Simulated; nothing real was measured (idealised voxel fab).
voxel tone inversion: a process module
Xsec cut, 255 nm wide, square cell size 5 nm.
How to read a cross-section here: the picture is a grid of square cells, written as bands going from the top down, and any band can span one or more rows of cells.
Each band's line starts with the height of the band's top and of its bottom, in nm. Then come its materials from left to right, each with its width in nm. One material with "throughout" fills the band from edge to edge. "empty" is empty space.
Heights are expressed relative to 0, this being the level below which the as-received wafer comprises one material exclusively. The lowest band is unbounded in the downward direction and is denoted as in "top 0, no bottom".
Graded width ("30->40"): value in top row of band = first number; value in bottom row = second number; row-to-row change constant.
"same as before", as given for a step, is the statement that not any cell of the cross-section underwent a change during that step.
Entry "Enclosed void catalog". Content: empty spaces with no open connection to the top, size 8 cells or greater. Each: width x height at distance. Distance: from left edge. Unit: nm.
On each step's line, the part that comes after the settings is the simulator's own comment on the step.
A step's line can hold "overlay nm"; with a mask on that step, the setting says how far right of the planned place the mask lay, while a negative setting says it lay to the left.
INTENDED PROCESS STEPS
1) RECEIVE with material Si
2) CONFORMAL_DEP with material SiN, thk nm 5
3) DIRECTIONAL_DEP with material polySi, thk nm 15
4) PATTERN with tone cover, mask id POSTS, material resist, width nm 25, pitch nm 40, thk nm 25, overlay nm 0
5) DIRECTIONAL_ETCH with etch materials polySi, depth nm 15
6) STRIP with etch materials resist
7) FILL_DEP with material lowk, thk nm 5
8) CMP with height nm 20
9) STRIP with etch materials polySi
10) CONFORMAL_DEP with material TiN, thk nm 5
11) FILL_DEP with material Cu, thk nm 10
12) CMP with height nm 20
13) CONFORMAL_DEP with material SiN, thk nm 5
INCOMING WAFER, CROSS-SECTIONAL VIEW, POST STEP 1
    top 0, no bottom: Si throughout
    Enclosed void catalog: none
A WAFER AT THE END: THIS START, THIS PLAN, ONE MISTAKE
    top 25, bottom 20: SiN throughout
    top 20, bottom 10: lowk 105 nm; TiN 5 nm; Cu 15 nm; TiN 5 nm; lowk 15 nm; TiN 5 nm; Cu 15 nm; TiN 5 nm; lowk 85 nm
    top 10, bottom 5: lowk 105 nm; TiN 25 nm; lowk 15 nm; TiN 25 nm; lowk 85 nm
    top 5, bottom 0: SiN throughout
    top 0, no bottom: Si throughout
    Enclosed void catalog: none
Against the plan, the run slipped here: contrary to plan, step 4 was performed as PATTERN with tone cover, mask id POSTS, material resist, width nm 25, pitch nm 40, thk nm 25, overlay nm 10
